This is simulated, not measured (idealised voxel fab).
You're looking at the process module voxel double patterning.
Xsec cut, 170 nm wide, square cell size 5 nm.
A cross-section is a grid of square cells, given in bands from the top down. A band is one or more rows of cells.
Read a band's entry like this: the first values are the height of its top and the height of its bottom in nm, and what follows is the sequence of materials from left to right, each with its width in nm. Note that "air" is empty space, and that a single material marked "edge to edge" reaches across the band from edge to edge.
Height is counted from the level 0, under which the received wafer is composed throughout of one material. The lowest of the bands is not closed at the bottom but continues downward, in the notation "0 down".
Quick explanation for "30..40": the width changes in equal steps down the rows of cells, from the first number in the band's top row to the second number in its bottom row.
"identical to before" for a step: no cell of the cross-section changed in that step.
In the "Enclosed void listing" entry, you get each enclosed empty space of 8 cells or more, one with no open way to the top, written width x height at distance, distance from the left edge, in nm.
Past the settings on a step's line: simulator remark, on that step.
overlay nm: mask right of planned place by this much (step with mask). Neg. = left.
Planned process steps:
1. RECEIVE with material Si
2. CONFORMAL_DEP with material SiO2, thk nm 5
3. DIRECTIONAL_DEP with material TiN, thk nm 20
4. DIRECTIONAL_DEP with material SiN, thk nm 10
5. MASKED_ETCH with tone open, mask id FIRST, width nm 15, pitch nm 50, etch materials SiN, depth nm 10, overlay nm 0
6. DIRECTIONAL_DEP with material aC, thk nm 10
7. PATTERN with tone open, mask id SECOND, material resist, width nm 15, thk nm 30, overlay nm 0
8. DIRECTIONAL_ETCH with etch materials aC, depth nm 10
9. STRIP with etch materials resist
10. DIRECTIONAL_ETCH with etch materials SiN, depth nm 10
11. STRIP with etch materials aC
12. DIRECTIONAL_ETCH with etch materials TiN, depth nm 20
13. STRIP with etch materials SiN
Of two wafers, the first: run according to plan:
The cross-section here shows the wafer as received, i.e. in its state after step 1:
	0 down: Si edge to edge
	Enclosed void listing: none
The wafer, seen in cross-section, after step 2:
	5 to 0: SiO2 edge to edge
	Rest of section, below 0: as before.
The wafer, seen in cross-section, after step 3:
	25 to 5: TiN edge to edge
	Rest of section, below 5: as before.
The wafer, seen in cross-section, after step 4:
	35 to 25: SiN edge to edge
	Rest of section, below 25: as before.
The wafer, seen in cross-section, after step 5:
	35 to 25: 50 nm SiN  15 nm air  35 nm SiN  15 nm air  55 nm SiN
	Rest of section, below 25: as before.
The wafer, seen in cross-section, after step 6:
	45 to 35: 50 nm aC  15 nm air  35 nm aC  15 nm air  55 nm aC
	35 to 25: 50 nm SiN  15 nm aC  35 nm SiN  15 nm aC  55 nm SiN
	Rest of section, below 25: as before.
The wafer, seen in cross-section, after step 7:
	75 to 45: 75 nm resist  15 nm air  80 nm resist
	45 to 35: 50 nm aC  15 nm resist  35 nm aC  15 nm resist  55 nm aC
	Rest of section, below 35: as before.
The wafer, seen in cross-section, after step 8:
	65 to 45: 75 nm resist  15 nm air  80 nm resist
	45 to 35: 50 nm aC  15 nm resist  10 nm aC  15 nm air  10 nm aC  15 nm resist  55 nm aC
	Rest of section, below 35: as before.
The wafer, seen in cross-section, after step 9:
	45 to 35: 50 nm aC  15 nm air  10 nm aC  15 nm air  10 nm aC  15 nm air  55 nm aC
	Rest of section, below 35: as before.
The wafer, seen in cross-section, after step 10:
	45 to 35: 50 nm aC  15 nm air  10 nm aC  15 nm air  10 nm aC  15 nm air  55 nm aC
	35 to 25: 50 nm SiN  15 nm aC  10 nm SiN  15 nm air  10 nm SiN  15 nm aC  55 nm SiN
	Rest of section, below 25: as before.
The wafer, seen in cross-section, after step 11:
	35 to 25: 50 nm SiN  15 nm air  10 nm SiN  15 nm air  10 nm SiN  15 nm air  55 nm SiN
	Rest of section, below 25: as before.
The wafer, seen in cross-section, after step 12:
	35 to 25: 50 nm SiN  15 nm air  10 nm SiN  15 nm air  10 nm SiN  15 nm air  55 nm SiN
	25 to 5: 50 nm TiN  15 nm air  10 nm TiN  15 nm air  10 nm TiN  15 nm air  55 nm TiN
	Rest of section, below 5: as before.
The wafer, seen in cross-section, after step 13:
	25 to 5: 50 nm TiN  15 nm air  10 nm TiN  15 nm air  10 nm TiN  15 nm air  55 nm TiN
	Rest of section, below 5: as before.
Second wafer, same starting conditions and recipe as the first, one mistake in executing it, nothing differs from the first up to and including step 6:
What the second wafer looks like in cross-section when step 7 should have wrapped up:
	75 to 45: 70 nm resist  25 nm air  75 nm resist
	45 to 35: 50 nm aC  15 nm resist  35 nm aC  15 nm resist  55 nm aC
	Rest of section, below 35: as before.
What the second wafer looks like in cross-section when step 8 should have wrapped up:
	65 to 45: 70 nm resist  25 nm air  75 nm resist
	45 to 35: 50 nm aC  15 nm resist  5 nm aC  25 nm air  5 nm aC  15 nm resist  55 nm aC
	Rest of section, below 35: as before.
What the second wafer looks like in cross-section when step 9 should have wrapped up:
	45 to 35: 50 nm aC  15 nm air  5 nm aC  25 nm air  5 nm aC  15 nm air  55 nm aC
	Rest of section, below 35: as before.
What the second wafer looks like in cross-section when step 10 should have wrapped up:
	45 to 35: 50 nm aC  15 nm air  5 nm aC  25 nm air  5 nm aC  15 nm air  55 nm aC
	35 to 25: 50 nm SiN  15 nm aC  5 nm SiN  25 nm air  5 nm SiN  15 nm aC  55 nm SiN
	Rest of section, below 25: as before.
What the second wafer looks like in cross-section when step 11 should have wrapped up:
	35 to 25: 50 nm SiN  15 nm air  5 nm SiN  25 nm air  5 nm SiN  15 nm air  55 nm SiN
	Rest of section, below 25: as before.
What the second wafer looks like in cross-section when step 12 should have wrapped up:
	35 to 25: 50 nm SiN  15 nm air  5 nm SiN  25 nm air  5 nm SiN  15 nm air  55 nm SiN
	25 to 5: 50 nm TiN  15 nm air  5 nm TiN  25 nm air  5 nm TiN  15 nm air  55 nm TiN
	Rest of section, below 5: as before.
What the second wafer looks like in cross-section when step 13 should have wrapped up:
	25 to 5: 50 nm TiN  15 nm air  5 nm TiN  25 nm air  5 nm TiN  15 nm air  55 nm TiN
	Rest of section, below 5: as before.
Misprocessing identified: in deviation from the planned setting, step 7 was conducted as PATTERN with tone open, mask id SECOND, material resist, width nm 25, thk nm 30, overlay nm 0
Upon completion, the second wafer contains, in terms of cells, a greater or smaller amount of certain materials than the first wafer: TiN -8
